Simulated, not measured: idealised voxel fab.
You're looking at the process module voxel transistor to metal.
FYI the section here is cut, 275 nm wide, cells are 5 nm squares.
Notation: cross-section as square-cell grid; stated in bands, top first, going down; one or more cell rows per band. Band: top height; bottom height; in nm. Then, left to right: material with width in nm, for each material. "throughout": a single material spanning edge to edge. "blank": empty space. We count height from 0. Below that, the starting wafer is all one material. The lowest band never ends at the bottom but goes on down; see "from 0 down" for how that is written. Width spec "30..40" -> top row of cells at first value, bottom row at second value, equal per-row change in between. No cell of the cross-section changed in a step that is given as "no modifications". Voids not open to the top, 8 cells minimum: see "Non-vented voids". Written width x height at distance; distance is from the left edge; nm. Whatever follows a step's settings on its line is a remark the simulator itself makes about that step. A step's line can hold "overlay nm"; with a mask on that step, the setting says how far right of the planned place the mask lay, while a negative setting says it lay to the left. Pairs from here to the end. Each: cross-section before one process step, cross-section after it, the latter only as far down as the lowest band that changed. Under each: the step between, and its settings. Mind that the pairs may be taken from different runs of this module on the same starting wafer; whether a pair continues from the pair above depends on its entry headed "Incoming structure", and it does only where that entry says so.
## Incoming structure
from 40 to 30 | 45 blank; 5 SiN; 35 SiCN; 5 SiN; 90 blank; 5 SiN; 35 SiCN; 5 SiN; 50 blank
from 30 to 25 | 40 blank; 5 SiN; 5 SiO2; 35 SiCN; 5 SiO2; 5 SiN; 80 blank; 5 SiN; 5 SiO2; 35 SiCN; 5 SiO2; 5 SiN; 45 blank
from 25 to -5 | 40 blank; 5 SiN; 5 SiO2; 35 polySi; 5 SiO2; 5 SiN; 80 blank; 5 SiN; 5 SiO2; 35 polySi; 5 SiO2; 5 SiN; 45 blank
from -5 to -10 | 40 blank; 5 SiN; 45 SiO2; 5 SiN; 80 blank; 5 SiN; 45 SiO2; 5 SiN; 45 blank
from -10 to -15 | 15 blank; 105 Si; 30 blank; 105 Si; 20 blank
from -15 to -40 | 15 SiO2; 105 Si; 30 SiO2; 105 Si; 20 SiO2
from -40 down | Si throughout
Non-vented voids: none
## Result of Step
from 40 to 30 | 45 blank; 5 SiN; 35 SiCN; 5 SiN; 90 blank; 5 SiN; 35 SiCN; 5 SiN; 50 blank
from 30 to 25 | 40 blank; 5 SiN; 5 SiO2; 35 SiCN; 5 SiO2; 5 SiN; 80 blank; 5 SiN; 5 SiO2; 35 SiCN; 5 SiO2; 5 SiN; 45 blank
from 25 to -5 | 40 blank; 5 SiN; 5 SiO2; 35 polySi; 5 SiO2; 5 SiN; 80 blank; 5 SiN; 5 SiO2; 35 polySi; 5 SiO2; 5 SiN; 45 blank
from -5 to -10 | 40 blank; 5 SiN; 45 SiO2; 5 SiN; 80 blank; 5 SiN; 45 SiO2; 5 SiN; 45 blank
from -10 to -15 | 40 blank; 55 Si; 80 blank; 55 Si; 45 blank
from -15 to -20 | 15 SiO2; 25 blank; 55 Si; 25 blank; 30 SiO2; 25 blank; 55 Si; 25 blank; 20 SiO2
Rest of section, below -20: as before.
Non-vented voids: none
The step carried out between the cross-section before it and the cross-section after it, both shown above, is op DIRECTIONAL_ETCH | etch materials Si | depth nm 10
Incoming structure: taken from the pair above, after panel.
## Result of Step
from 40 to 30 | 45 blank; 5 SiN; 35 SiCN; 5 SiN; 90 blank; 5 SiN; 35 SiCN; 5 SiN; 50 blank
from 30 to 25 | 40 blank; 5 SiN; 5 SiO2; 35 SiCN; 5 SiO2; 5 SiN; 80 blank; 5 SiN; 5 SiO2; 35 SiCN; 5 SiO2; 5 SiN; 45 blank
from 25 to 0 | 40 blank; 5 SiN; 5 SiO2; 35 polySi; 5 SiO2; 5 SiN; 80 blank; 5 SiN; 5 SiO2; 35 polySi; 5 SiO2; 5 SiN; 45 blank
from 0 to -5 | 30 blank; 10 nSi; 5 SiN; 5 SiO2; 35 polySi; 5 SiO2; 5 SiN; 10 nSi; 60 blank; 10 nSi; 5 SiN; 5 SiO2; 35 polySi; 5 SiO2; 5 SiN; 10 nSi; 35 blank
from -5 to -10 | 30 blank; 10 nSi; 5 SiN; 45 SiO2; 5 SiN; 10 nSi; 60 blank; 10 nSi; 5 SiN; 45 SiO2; 5 SiN; 10 nSi; 35 blank
from -10 to -15 | 10 blank; 30 nSi; 55 Si; 30 nSi; 20 blank; 30 nSi; 55 Si; 30 nSi; 15 blank
from -15 to -20 | 15 SiO2; 25 nSi; 55 Si; 25 nSi; 30 SiO2; 25 nSi; 55 Si; 25 nSi; 20 SiO2
Rest of section, below -20: as before.
Non-vented voids: none
The step carried out between the cross-section before it and the cross-section after it, both shown above, is op EPI | material nSi | thk nm 10
Incoming structure: taken from the pair above, after panel.
## Result of Step
from 50 to 40 | SiO2 throughout
from 40 to 30 | 45 SiO2; 5 SiN; 35 SiCN; 5 SiN; 90 SiO2; 5 SiN; 35 SiCN; 5 SiN; 50 SiO2
from 30 to 25 | 40 SiO2; 5 SiN; 5 SiO2; 35 SiCN; 5 SiO2; 5 SiN; 80 SiO2; 5 SiN; 5 SiO2; 35 SiCN; 5 SiO2; 5 SiN; 45 SiO2
from 25 to 0 | 40 SiO2; 5 SiN; 5 SiO2; 35 polySi; 5 SiO2; 5 SiN; 80 SiO2; 5 SiN; 5 SiO2; 35 polySi; 5 SiO2; 5 SiN; 45 SiO2
from 0 to -5 | 30 SiO2; 10 nSi; 5 SiN; 5 SiO2; 35 polySi; 5 SiO2; 5 SiN; 10 nSi; 60 SiO2; 10 nSi; 5 SiN; 5 SiO2; 35 polySi; 5 SiO2; 5 SiN; 10 nSi; 35 SiO2
from -5 to -10 | 30 SiO2; 10 nSi; 5 SiN; 45 SiO2; 5 SiN; 10 nSi; 60 SiO2; 10 nSi; 5 SiN; 45 SiO2; 5 SiN; 10 nSi; 35 SiO2
from -10 to -20 | 10..15 SiO2; 30..25 nSi; 55 Si; 30..25 nSi; 20..30 SiO2; 30..25 nSi; 55 Si; 30..25 nSi; 15..20 SiO2
Rest of section, below -20: as before.
Non-vented voids: none
The step carried out between the cross-section before it and the cross-section after it, both shown above, is op FILL_DEP | material SiO2 | thk nm 10
Incoming structure: taken from the pair above, after panel.
## Result of Step
from 25 to 0 | 40 SiO2; 5 SiN; 5 SiO2; 35 polySi; 5 SiO2; 5 SiN; 80 SiO2; 5 SiN; 5 SiO2; 35 polySi; 5 SiO2; 5 SiN; 45 SiO2
Rest of section, below 0: as before.
Non-vented voids: none
The step carried out between the cross-section before it and the cross-section after it, both shown above, is op CMP | height nm 25
Incoming structure: taken from the pair above, after panel.
## Result of Step
from 25 to 0 | 40 SiO2; 5 SiN; 5 SiO2; 35 blank; 5 SiO2; 5 SiN; 80 SiO2; 5 SiN; 5 SiO2; 35 blank; 5 SiO2; 5 SiN; 45 SiO2
from 0 to -5 | 30 SiO2; 10 nSi; 5 SiN; 5 SiO2; 35 blank; 5 SiO2; 5 SiN; 10 nSi; 60 SiO2; 10 nSi; 5 SiN; 5 SiO2; 35 blank; 5 SiO2; 5 SiN; 10 nSi; 35 SiO2
Rest of section, below -5: as before.
Non-vented voids: none
The step carried out between the cross-section before it and the cross-section after it, both shown above, is op STRIP | etch materials polySi
Incoming structure: taken from the pair above, after panel.
## Result of Step
from 25 to 20 | 40 blank; 5 SiN; 45 blank; 5 SiN; 80 blank; 5 SiN; 45 blank; 5 SiN; 45 blank
from 20 to 0 | 40 SiO2; 5 SiN; 45 blank; 5 SiN; 80 SiO2; 5 SiN; 45 blank; 5 SiN; 45 SiO2
from 0 to -10 | 30 SiO2; 10 nSi; 5 SiN; 45 blank; 5 SiN; 10 nSi; 60 SiO2; 10 nSi; 5 SiN; 45 blank; 5 SiN; 10 nSi; 35 SiO2
Rest of section, below -10: as before.
Non-vented voids: none
The step carried out between the cross-section before it and the cross-section after it, both shown above, is op SELECTIVE_ETCH | etch materials SiO2 | depth nm 5
Incoming structure: taken from the pair above, after panel.
## Result of Step
from 30 to 25 | 35 blank; 15 HfO2; 35 blank; 15 HfO2; 70 blank; 15 HfO2; 35 blank; 15 HfO2; 40 blank
from 25 to 20 | 40 HfO2; 5 SiN; 5 HfO2; 35 blank; 5 HfO2; 5 SiN; 80 HfO2; 5 SiN; 5 HfO2; 35 blank; 5 HfO2; 5 SiN; 45 HfO2
from 20 to 0 | 40 SiO2; 5 SiN; 5 HfO2; 35 blank; 5 HfO2; 5 SiN; 80 SiO2; 5 SiN; 5 HfO2; 35 blank; 5 HfO2; 5 SiN; 45 SiO2
from 0 to -5 | 30 SiO2; 10 nSi; 5 SiN; 5 HfO2; 35 blank; 5 HfO2; 5 SiN; 10 nSi; 60 SiO2; 10 nSi; 5 SiN; 5 HfO2; 35 blank; 5 HfO2; 5 SiN; 10 nSi; 35 SiO2
from -5 to -10 | 30 SiO2; 10 nSi; 5 SiN; 45 HfO2; 5 SiN; 10 nSi; 60 SiO2; 10 nSi; 5 SiN; 45 HfO2; 5 SiN; 10 nSi; 35 SiO2
Rest of section, below -10: as before.
Non-vented voids: none
The step carried out between the cross-section before it and the cross-section after it, both shown above, is op CONFORMAL_DEP | material HfO2 | thk nm 5
Incoming structure: taken from the pair above, after panel.
## Result of Step
from 35 to 30 | 30 blank; 25 TiN; 25 blank; 25 TiN; 60 blank; 25 TiN; 25 blank; 25 TiN; 35 blank
from 30 to 25 | 35 TiN; 15 HfO2; 5 TiN; 25 blank; 5 TiN; 15 HfO2; 70 TiN; 15 HfO2; 5 TiN; 25 blank; 5 TiN; 15 HfO2; 40 TiN
from 25 to 20 | 40 HfO2; 5 SiN; 5 HfO2; 5 TiN; 25 blank; 5 TiN; 5 HfO2; 5 SiN; 80 HfO2; 5 SiN; 5 HfO2; 5 TiN; 25 blank; 5 TiN; 5 HfO2; 5 SiN; 45 HfO2
from 20 to 0 | 40 SiO2; 5 SiN; 5 HfO2; 5 TiN; 25 blank; 5 TiN; 5 HfO2; 5 SiN; 80 SiO2; 5 SiN; 5 HfO2; 5 TiN; 25 blank; 5 TiN; 5 HfO2; 5 SiN; 45 SiO2
from 0 to -5 | 30 SiO2; 10 nSi; 5 SiN; 5 HfO2; 35 TiN; 5 HfO2; 5 SiN; 10 nSi; 60 SiO2; 10 nSi; 5 SiN; 5 HfO2; 35 TiN; 5 HfO2; 5 SiN; 10 nSi; 35 SiO2
Rest of section, below -5: as before.
Non-vented voids: none
The step carried out between the cross-section before it and the cross-section after it, both shown above, is op CONFORMAL_DEP | material TiN | thk nm 5
Incoming structure: taken from the pair above, after panel.
## Result of Step
from 45 to 35 | W throughout
from 35 to 30 | 30 W; 25 TiN; 25 W; 25 TiN; 60 W; 25 TiN; 25 W; 25 TiN; 35 W
from 30 to 25 | 35 TiN; 15 HfO2; 5 TiN; 25 W; 5 TiN; 15 HfO2; 70 TiN; 15 HfO2; 5 TiN; 25 W; 5 TiN; 15 HfO2; 40 TiN
from 25 to 20 | 40 HfO2; 5 SiN; 5 HfO2; 5 TiN; 25 W; 5 TiN; 5 HfO2; 5 SiN; 80 HfO2; 5 SiN; 5 HfO2; 5 TiN; 25 W; 5 TiN; 5 HfO2; 5 SiN; 45 HfO2
from 20 to 0 | 40 SiO2; 5 SiN; 5 HfO2; 5 TiN; 25 W; 5 TiN; 5 HfO2; 5 SiN; 80 SiO2; 5 SiN; 5 HfO2; 5 TiN; 25 W; 5 TiN; 5 HfO2; 5 SiN; 45 SiO2
Rest of section, below 0: as before.
Non-vented voids: none
The step carried out between the cross-section before it and the cross-section after it, both shown above, is op FILL_DEP | material W | thk nm 10
Incoming structure: taken from the pair above, after panel.
## Result of Step
from 20 to 0 | 40 SiO2; 5 SiN; 5 HfO2; 5 TiN; 25 W; 5 TiN; 5 HfO2; 5 SiN; 80 SiO2; 5 SiN; 5 HfO2; 5 TiN; 25 W; 5 TiN; 5 HfO2; 5 SiN; 45 SiO2
Rest of section, below 0: as before.
Non-vented voids: none
The step carried out between the cross-section before it and the cross-section after it, both shown above, is op CMP | height nm 20
Incoming structure: taken from the pair above, after panel.
## Result of Step
from 30 to 20 | SiO2 throughout
Rest of section, below 20: as before.
Non-vented voids: none
The step carried out between the cross-section before it and the cross-section after it, both shown above, is op DIRECTIONAL_DEP | material SiO2 | thk nm 10
Incoming structure: taken from the pair above, after panel.
## Result of Step
from 45 to 30 | 20 resist; 15 blank; 65 resist; 15 blank; 40 resist; 15 blank; 65 resist; 15 blank; 25 resist
Rest of section, below 30: as before.
Non-vented voids: none
The step carried out between the cross-section before it and the cross-section after it, both shown above, is op PATTERN | tone open | mask id CONTACT | material resist | width nm 15 | thk nm 15 | overlay nm 0
Incoming structure: taken from the pair above, after panel.
## Result of Step
from 45 to 30 | 20 resist; 15 blank; 65 resist; 15 blank; 40 resist; 15 blank; 65 resist; 15 blank; 25 resist
from 30 to 20 | 20 SiO2; 15 blank; 65 SiO2; 15 blank; 40 SiO2; 15 blank; 65 SiO2; 15 blank; 25 SiO2
from 20 to 0 | 20 SiO2; 15 blank; 5 SiO2; 5 SiN; 5 HfO2; 5 TiN; 25 W; 5 TiN; 5 HfO2; 5 SiN; 5 SiO2; 15 blank; 40 SiO2; 15 blank; 5 SiO2; 5 SiN; 5 HfO2; 5 TiN; 25 W; 5 TiN; 5 HfO2; 5 SiN; 5 SiO2; 15 blank; 25 SiO2
Rest of section, below 0: as before.
Non-vented voids: none
The step carried out between the cross-section before it and the cross-section after it, both shown above, is op DIRECTIONAL_ETCH | etch materials SiO2 | depth nm 30
Incoming structure: taken from the pair above, after panel.
## Result of Step
from 30 to 20 | 20 SiO2; 15 blank; 65 SiO2; 15 blank; 40 SiO2; 15 blank; 65 SiO2; 15 blank; 25 SiO2
Rest of section, below 20: as before.
Non-vented voids: none
The step carried out between the cross-section before it and the cross-section after it, both shown above, is op STRIP | etch materials resist
Incoming structure: taken from the pair above, after panel.
## Result of Step
from 35 to 30 | 25 TiN; 5 blank; 75 TiN; 5 blank; 50 TiN; 5 blank; 75 TiN; 5 blank; 30 TiN
from 30 to 20 | 20 SiO2; 5 TiN; 5 blank; 5 TiN; 65 SiO2; 5 TiN; 5 blank; 5 TiN; 40 SiO2; 5 TiN; 5 blank; 5 TiN; 65 SiO2; 5 TiN; 5 blank; 5 TiN; 25 SiO2
from 20 to 5 | 20 SiO2; 5 TiN; 5 blank; 5 TiN; 5 SiO2; 5 SiN; 5 HfO2; 5 TiN; 25 W; 5 TiN; 5 HfO2; 5 SiN; 5 SiO2; 5 TiN; 5 blank; 5 TiN; 40 SiO2; 5 TiN; 5 blank; 5 TiN; 5 SiO2; 5 SiN; 5 HfO2; 5 TiN; 25 W; 5 TiN; 5 HfO2; 5 SiN; 5 SiO2; 5 TiN; 5 blank; 5 TiN; 25 SiO2
from 5 to 0 | 20 SiO2; 15 TiN; 5 SiO2; 5 SiN; 5 HfO2; 5 TiN; 25 W; 5 TiN; 5 HfO2; 5 SiN; 5 SiO2; 15 TiN; 40 SiO2; 15 TiN; 5 SiO2; 5 SiN; 5 HfO2; 5 TiN; 25 W; 5 TiN; 5 HfO2; 5 SiN; 5 SiO2; 15 TiN; 25 SiO2
Rest of section, below 0: as before.
Non-vented voids: none
The step carried out between the cross-section before it and the cross-section after it, both shown above, is op CONFORMAL_DEP | material TiN | thk nm 5
Incoming structure: taken from the pair above, after panel.
## Result of Step
from 45 to 35 | W throughout
from 35 to 30 | 25 TiN; 5 W; 75 TiN; 5 W; 50 TiN; 5 W; 75 TiN; 5 W; 30 TiN
from 30 to 20 | 20 SiO2; 5 TiN; 5 W; 5 TiN; 65 SiO2; 5 TiN; 5 W; 5 TiN; 40 SiO2; 5 TiN; 5 W; 5 TiN; 65 SiO2; 5 TiN; 5 W; 5 TiN; 25 SiO2
from 20 to 5 | 20 SiO2; 5 TiN; 5 W; 5 TiN; 5 SiO2; 5 SiN; 5 HfO2; 5 TiN; 25 W; 5 TiN; 5 HfO2; 5 SiN; 5 SiO2; 5 TiN; 5 W; 5 TiN; 40 SiO2; 5 TiN; 5 W; 5 TiN; 5 SiO2; 5 SiN; 5 HfO2; 5 TiN; 25 W; 5 TiN; 5 HfO2; 5 SiN; 5 SiO2; 5 TiN; 5 W; 5 TiN; 25 SiO2
Rest of section, below 5: as before.
Non-vented voids: none
The step carried out between the cross-section before it and the cross-section after it, both shown above, is op FILL_DEP | material W | thk nm 10
Incoming structure: taken from the pair above, after panel.
## Result of Step
from 30 to 20 | 20 SiO2; 5 TiN; 5 W; 5 TiN; 65 SiO2; 5 TiN; 5 W; 5 TiN; 40 SiO2; 5 TiN; 5 W; 5 TiN; 65 SiO2; 5 TiN; 5 W; 5 TiN; 25 SiO2
Rest of section, below 20: as before.
Non-vented voids: none
The step carried out between the cross-section before it and the cross-section after it, both shown above, is op CMP | height nm 30
Incoming structure: taken from the pair above, after panel.
## Result of Step
from 35 to 30 | TiN throughout
Rest of section, below 30: as before.
Non-vented voids: none
The step carried out between the cross-section before it and the cross-section after it, both shown above, is op DIRECTIONAL_DEP | material TiN | thk nm 5
Incoming structure: taken from the pair above, after panel.
## Result of Step
from 60 to 35 | Ru throughout
Rest of section, below 35: as before.
Non-vented voids: none
The step carried out between the cross-section before it and the cross-section after it, both shown above, is op DIRECTIONAL_DEP | material Ru | thk nm 25
Incoming structure: taken from the pair above, after panel.
## Result of Step
from 75 to 60 | aC throughout
Rest of section, below 60: as before.
Non-vented voids: none
The step carried out between the cross-section before it and the cross-section after it, both shown above, is op DIRECTIONAL_DEP | material aC | thk nm 15
Incoming structure: taken from the pair above, after panel.
## Result of Step
from 110 to 75 | 20 blank; 15 resist; 65 blank; 15 resist; 40 blank; 15 resist; 65 blank; 15 resist; 25 blank
Rest of section, below 75: as before.
Non-vented voids: none
The step carried out between the cross-section before it and the cross-section after it, both shown above, is op PATTERN | tone cover | mask id METAL_1 | material resist | width nm 15 | thk nm 35 | overlay nm 0
Incoming structure: taken from the pair above, after panel.
## Result of Step
from 95 to 75 | 20 blank; 15 resist; 65 blank; 15 resist; 40 blank; 15 resist; 65 blank; 15 resist; 25 blank
from 75 to 60 | 20 blank; 15 aC; 65 blank; 15 aC; 40 blank; 15 aC; 65 blank; 15 aC; 25 blank
Rest of section, below 60: as before.
Non-vented voids: none
The step carried out between the cross-section before it and the cross-section after it, both shown above, is op DIRECTIONAL_ETCH | etch materials aC | depth nm 15
Incoming structure: taken from the pair above, after panel.
## Result of Step
from 75 to 60 | 20 blank; 15 aC; 65 blank; 15 aC; 40 blank; 15 aC; 65 blank; 15 aC; 25 blank
Rest of section, below 60: as before.
Non-vented voids: none
The step carried out between the cross-section before it and the cross-section after it, both shown above, is op STRIP | etch materials resist
Incoming structure: taken from the pair above, after panel.
## Result of Step
from 75 to 60 | 20 blank; 15 aC; 65 blank; 15 aC; 40 blank; 15 aC; 65 blank; 15 aC; 25 blank
from 60 to 35 | 20 blank; 15 Ru; 65 blank; 15 Ru; 40 blank; 15 Ru; 65 blank; 15 Ru; 25 blank
Rest of section, below 35: as before.
Non-vented voids: none
The step carried out between the cross-section before it and the cross-section after it, both shown above, is op DIRECTIONAL_ETCH | etch materials Ru | depth nm 25
Incoming structure: taken from the pair above, after panel.
## Result of Step
from 75 to 60 | 20 blank; 15 aC; 65 blank; 15 aC; 40 blank; 15 aC; 65 blank; 15 aC; 25 blank
from 60 to 35 | 20 blank; 15 Ru; 65 blank; 15 Ru; 40 blank; 15 Ru; 65 blank; 15 Ru; 25 blank
from 35 to 30 | 20 blank; 15 TiN; 65 blank; 15 TiN; 40 blank; 15 TiN; 65 blank; 15 TiN; 25 blank
Rest of section, below 30: as before.
Non-vented voids: none
The step carried out between the cross-section before it and the cross-section after it, both shown above, is op DIRECTIONAL_ETCH | etch materials TiN | depth nm 5
Incoming structure: taken from the pair above, after panel.
## Result of Step
from 60 to 35 | 20 blank; 15 Ru; 65 blank; 15 Ru; 40 blank; 15 Ru; 65 blank; 15 Ru; 25 blank
Rest of section, below 35: as before.
Non-vented voids: none
The step carried out between the cross-section before it and the cross-section after it, both shown above, is op STRIP | etch materials aC
Incoming structure: taken from the pair above, after panel.
## Result of Step
from 65 to 60 | SiO2 throughout
from 60 to 35 | 20 SiO2; 15 Ru; 65 SiO2; 15 Ru; 40 SiO2; 15 Ru; 65 SiO2; 15 Ru; 25 SiO2
from 35 to 30 | 20 SiO2; 15 TiN; 65 SiO2; 15 TiN; 40 SiO2; 15 TiN; 65 SiO2; 15 TiN; 25 SiO2
Rest of section, below 30: as before.
Non-vented voids: none
The step carried out between the cross-section before it and the cross-section after it, both shown above, is op FILL_DEP | material SiO2 | thk nm 5
Incoming structure: taken from the pair above, after panel.
## Result of Step
from 60 to 35 | 20 SiO2; 15 Ru; 65 SiO2; 15 Ru; 40 SiO2; 15 Ru; 65 SiO2; 15 Ru; 25 SiO2
Rest of section, below 35: as before.
Non-vented voids: none
The step carried out between the cross-section before it and the cross-section after it, both shown above, is op CMP | height nm 60
Incoming structure: taken from the pair above, after panel.
## Result of Step
from 65 to 60 | SiCN throughout
Rest of section, below 60: as before.
Non-vented voids: none
The step carried out between the cross-section before it and the cross-section after it, both shown above, is op CONFORMAL_DEP | material SiCN | thk nm 5
Incoming structure: taken from the pair above, after panel.
## Result of Step
from 95 to 65 | SiO2 throughout
Rest of section, below 65: as before.
Non-vented voids: none
The step carried out between the cross-section before it and the cross-section after it, both shown above, is op DIRECTIONAL_DEP | material SiO2 | thk nm 30
Incoming structure: taken from the pair above, after panel.
## Result of Step
from 95 to 80 | 20 SiO2; 15 blank; 120 SiO2; 15 blank; 105 SiO2
Rest of section, below 80: as before.
Non-vented voids: none
The step carried out between the cross-section before it and the cross-section after it, both shown above, is op MASKED_ETCH | tone open | mask id METAL_2 | width nm 15 | pitch nm 135 | etch materials SiO2 | depth nm 15 | overlay nm 0
Incoming structure: taken from the pair above, after panel.
## Result of Step
from 110 to 95 | 20 aC; 15 blank; 120 aC; 15 blank; 105 aC
from 95 to 80 | 20 SiO2; 15 aC; 120 SiO2; 15 aC; 105 SiO2
Rest of section, below 80: as before.
Non-vented voids: none
The step carried out between the cross-section before it and the cross-section after it, both shown above, is op DIRECTIONAL_DEP | material aC | thk nm 15
Incoming structure: taken from the pair above, after panel.
## Result of Step
from 140 to 110 | 20 resist; 15 blank; 120 resist; 15 blank; 105 resist
Rest of section, below 110: as before.
Non-vented voids: none
The step carried out between the cross-section before it and the cross-section after it, both shown above, is op PATTERN | tone open | mask id METAL_2_HOLES | material resist | width nm 15 | pitch nm 135 | thk nm 30 | overlay nm 0
Incoming structure: taken from the pair above, after panel.
## Result of Step
from 125 to 110 | 20 resist; 15 blank; 120 resist; 15 blank; 105 resist
from 110 to 95 | 20 aC; 15 blank; 120 aC; 15 blank; 105 aC
from 95 to 80 | 20 SiO2; 15 blank; 120 SiO2; 15 blank; 105 SiO2
Rest of section, below 80: as before.
Non-vented voids: none
The step carried out between the cross-section before it and the cross-section after it, both shown above, is op DIRECTIONAL_ETCH | etch materials aC | depth nm 15
Incoming structure: taken from the pair above, after panel.
## Result of Step
from 110 to 95 | 20 aC; 15 blank; 120 aC; 15 blank; 105 aC
Rest of section, below 95: as before.
Non-vented voids: none
The step carried out between the cross-section before it and the cross-section after it, both shown above, is op STRIP | etch materials resist
Incoming structure: taken from the pair above, after panel.
## Result of Step
from 110 to 95 | 20 aC; 15 blank; 120 aC; 15 blank; 105 aC
from 95 to 65 | 20 SiO2; 15 blank; 120 SiO2; 15 blank; 105 SiO2
Rest of section, below 65: as before.
Non-vented voids: none
The step carried out between the cross-section before it and the cross-section after it, both shown above, is op DIRECTIONAL_ETCH | etch materials SiO2 | depth nm 15
Incoming structure: taken from the pair above, after panel.
## Result of Step
from 110 to 95 | 20 aC; 15 blank; 120 aC; 15 blank; 105 aC
from 95 to 65 | 20 SiO2; 15 blank; 120 SiO2; 15 blank; 105 SiO2
from 65 to 60 | 20 SiCN; 15 blank; 120 SiCN; 15 blank; 105 SiCN
Rest of section, below 60: as before.
Non-vented voids: none
The step carried out between the cross-section before it and the cross-section after it, both shown above, is op DIRECTIONAL_ETCH | etch materials SiCN | depth nm 5
Incoming structure: taken from the pair above, after panel.
## Result of Step
from 95 to 65 | 20 SiO2; 15 blank; 120 SiO2; 15 blank; 105 SiO2
Rest of section, below 65: as before.
Non-vented voids: none
The step carried out between the cross-section before it and the cross-section after it, both shown above, is op STRIP | etch materials aC
Incoming structure: taken from the pair above, after panel.
## Result of Step
from 100 to 95 | 25 TiN; 5 blank; 130 TiN; 5 blank; 110 TiN
from 95 to 65 | 20 SiO2; 5 TiN; 5 blank; 5 TiN; 120 SiO2; 5 TiN; 5 blank; 5 TiN; 105 SiO2
from 65 to 60 | 20 SiCN; 15 TiN; 120 SiCN; 15 TiN; 105 SiCN
Rest of section, below 60: as before.
Non-vented voids: none
The step carried out between the cross-section before it and the cross-section after it, both shown above, is op CONFORMAL_DEP | material TiN | thk nm 5
Incoming structure: taken from the pair above, after panel.
## Result of Step
from 110 to 100 | Cu throughout
from 100 to 95 | 25 TiN; 5 Cu; 130 TiN; 5 Cu; 110 TiN
from 95 to 65 | 20 SiO2; 5 TiN; 5 Cu; 5 TiN; 120 SiO2; 5 TiN; 5 Cu; 5 TiN; 105 SiO2
Rest of section, below 65: as before.
Non-vented voids: none
The step carried out between the cross-section before it and the cross-section after it, both shown above, is op FILL_DEP | material Cu | thk nm 10
Incoming structure: taken from the pair above, after panel.
## Result of Step
from 95 to 65 | 20 SiO2; 5 TiN; 5 Cu; 5 TiN; 120 SiO2; 5 TiN; 5 Cu; 5 TiN; 105 SiO2
Rest of section, below 65: as before.
Non-vented voids: none
The step carried out between the cross-section before it and the cross-section after it, both shown above, is op CMP | height nm 95
Incoming structure: taken from the pair above, after panel.
## Result of Step
from 100 to 95 | SiN throughout
Rest of section, below 95: as before.
Non-vented voids: none
The step carried out between the cross-section before it and the cross-section after it, both shown above, is op CONFORMAL_DEP | material SiN | thk nm 5
## Incoming structure
from 45 to 40 | 10 SiCN; 115 blank; 20 SiCN; 115 blank; 15 SiCN
from 40 to 30 | SiCN throughout
from 30 to 25 | 10 polySi; 115 SiCN; 20 polySi; 115 SiCN; 15 polySi
from 25 to 0 | polySi throughout
from 0 to -5 | 10 SiO2; 115 polySi; 20 SiO2; 115 polySi; 15 SiO2
from -5 to -10 | SiO2 throughout
from -10 to -40 | 15 SiO2; 105 Si; 30 SiO2; 105 Si; 20 SiO2
from -40 down | Si throughout
Non-vented voids: none
## Result of Step
from 60 to 45 | 55 blank; 25 resist; 110 blank; 25 resist; 60 blank
from 45 to 40 | 10 SiCN; 45 blank; 25 resist; 45 blank; 20 SiCN; 45 blank; 25 resist; 45 blank; 15 SiCN
Rest of section, below 40: as before.
Non-vented voids: none
The step carried out between the cross-section before it and the cross-section after it, both shown above, is op PATTERN | tone cover | mask id GATE | material resist | width nm 25 | pitch nm 135 | thk nm 15 | overlay nm 0
Incoming structure: taken from the pair above, after panel.
## Result of Step
from 60 to 40 | 55 blank; 25 resist; 110 blank; 25 resist; 60 blank
from 40 to 30 | 55 blank; 25 SiCN; 110 blank; 25 SiCN; 60 blank
from 30 to 25 | 10 polySi; 45 blank; 25 SiCN; 45 blank; 20 polySi; 45 blank; 25 SiCN; 45 blank; 15 polySi
Rest of section, below 25: as before.
Non-vented voids: none
The step carried out between the cross-section before it and the cross-section after it, both shown above, is op DIRECTIONAL_ETCH | etch materials SiCN | depth nm 25
Incoming structure: taken from the pair above, after panel.
## Result of Step
from 60 to 40 | 55 blank; 25 resist; 110 blank; 25 resist; 60 blank
from 40 to 25 | 55 blank; 25 SiCN; 110 blank; 25 SiCN; 60 blank
from 25 to 0 | 55 blank; 25 polySi; 110 blank; 25 polySi; 60 blank
from 0 to -5 | 10 SiO2; 45 blank; 25 polySi; 45 blank; 20 SiO2; 45 blank; 25 polySi; 45 blank; 15 SiO2
Rest of section, below -5: as before.
Non-vented voids: none
The step carried out between the cross-section before it and the cross-section after it, both shown above, is op DIRECTIONAL_ETCH | etch materials polySi | depth nm 40
Incoming structure: taken from the pair above, after panel.
## Result of Step
from 40 to 25 | 55 blank; 25 SiCN; 110 blank; 25 SiCN; 60 blank
Rest of section, below 25: as before.
Non-vented voids: none
The step carried out between the cross-section before it and the cross-section after it, both shown above, is op STRIP | etch materials resist
Incoming structure: taken from the pair above, after panel.
## Result of Step
from 45 to 40 | 50 blank; 35 SiO2; 100 blank; 35 SiO2; 55 blank
from 40 to 25 | 50 blank; 5 SiO2; 25 SiCN; 5 SiO2; 100 blank; 5 SiO2; 25 SiCN; 5 SiO2; 55 blank
from 25 to 5 | 50 blank; 5 SiO2; 25 polySi; 5 SiO2; 100 blank; 5 SiO2; 25 polySi; 5 SiO2; 55 blank
from 5 to 0 | 15 SiO2; 35 blank; 5 SiO2; 25 polySi; 5 SiO2; 35 blank; 30 SiO2; 35 blank; 5 SiO2; 25 polySi; 5 SiO2; 35 blank; 20 SiO2
from 0 to -5 | 55 SiO2; 25 polySi; 110 SiO2; 25 polySi; 60 SiO2
Rest of section, below -5: as before.
Non-vented voids: none
The step carried out between the cross-section before it and the cross-section after it, both shown above, is op CONFORMAL_DEP | material SiO2 | thk nm 5
Incoming structure: taken from the pair above, after panel.
## Result of Step
from 40 to 25 | 50 blank; 5 SiO2; 25 SiCN; 5 SiO2; 100 blank; 5 SiO2; 25 SiCN; 5 SiO2; 55 blank
from 25 to 0 | 50 blank; 5 SiO2; 25 polySi; 5 SiO2; 100 blank; 5 SiO2; 25 polySi; 5 SiO2; 55 blank
from 0 to -5 | 15 SiO2; 35 blank; 5 SiO2; 25 polySi; 5 SiO2; 35 blank; 30 SiO2; 35 blank; 5 SiO2; 25 polySi; 5 SiO2; 35 blank; 20 SiO2
Rest of section, below -5: as before.
Non-vented voids: none
The step carried out between the cross-section before it and the cross-section after it, both shown above, is op DIRECTIONAL_ETCH | etch materials SiO2 | depth nm 5
